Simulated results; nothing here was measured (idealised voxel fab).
A process module follows: voxel double patterning.
FYI the section here is cut, 260 nm wide, cells are 5 nm squares.
Heads up, the way a cross-section reads in here is a grid of square cells, handed over as bands from the top down, with every band being one or more rows of cells.
Heads up on the band format: heights come first, top then bottom, in nm. After that it's the materials left to right, each with its width in nm. A single material flagged "edge to edge" fills the whole band edge to edge, and "blank" means there's empty space there.
Where do heights start? At 0: under that level the wafer as delivered is made of one material only. And the lowest band has no floor; it just carries on downward, as in "0 and below".
With a width like "30..40", each row of cells in the band differs from the next by the same amount, the top row carrying the first number and the bottom row the second.
Key: "nothing changed" - step with no changed cell in the cross-section.
Look at "Closed internal voids" for the closed voids: empty spaces with no open path to the top, sized 8 cells or up. Each is width x height at distance, distance from the left edge, all nm.
Read whatever lies past the settings on a step's line as the simulator's own remark about the step.
"overlay nm" on a masked step: distance the mask lay right of its planned place, negative for left.

Process steps foreseen in the plan:
- 1: RECEIVE, material Si
- 2: CONFORMAL_DEP, material SiO2, thk nm 10
- 3: DIRECTIONAL_DEP, material TiN, thk nm 15
- 4: DIRECTIONAL_DEP, material SiCN, thk nm 5
- 5: MASKED_ETCH, tone open, mask id FIRST, width nm 15, pitch nm 50, etch materials SiCN, depth nm 5, overlay nm 0
- 6: DIRECTIONAL_DEP, material aC, thk nm 15
- 7: PATTERN, tone open, mask id SECOND, material resist, width nm 15, pitch nm 50, thk nm 35, overlay nm 0
- 8: DIRECTIONAL_ETCH, etch materials aC, depth nm 5
- 9: STRIP, etch materials resist
- 10: DIRECTIONAL_ETCH, etch materials SiCN, depth nm 5
- 11: STRIP, etch materials aC
- 12: DIRECTIONAL_ETCH, etch materials TiN, depth nm 15
- 13: STRIP, etch materials SiCN
For clarity, it should be stated that the wafers under discussion commence in an identical condition and differ with respect to the depth nm of step 8, the plan indicating the value that the first wafer had.

Cross-section: the first of several wafers in its as-received state, i.e. following step 1:
- 0 and below = Si edge to edge
- Closed internal voids: none

What follows is a table in which each wafer occupies a row; for the wafer as it stands at the close of the module, the row states, material by material, how many cells have been gained (+) or lost (-) since receipt, and then gives its closed voids:
depth nm 5; +104 SiO2; +129 TiN; Closed internal voids: none
depth nm 10; +104 SiO2; +129 TiN; Closed internal voids: none
depth nm 15; +104 SiO2; +111 TiN; Closed internal voids: none
depth nm 20; +104 SiO2; +111 TiN; Closed internal voids: none
depth nm 25; +104 SiO2; +111 TiN; Closed internal voids: none
depth nm 30; +104 SiO2; +111 TiN; Closed internal voids: none
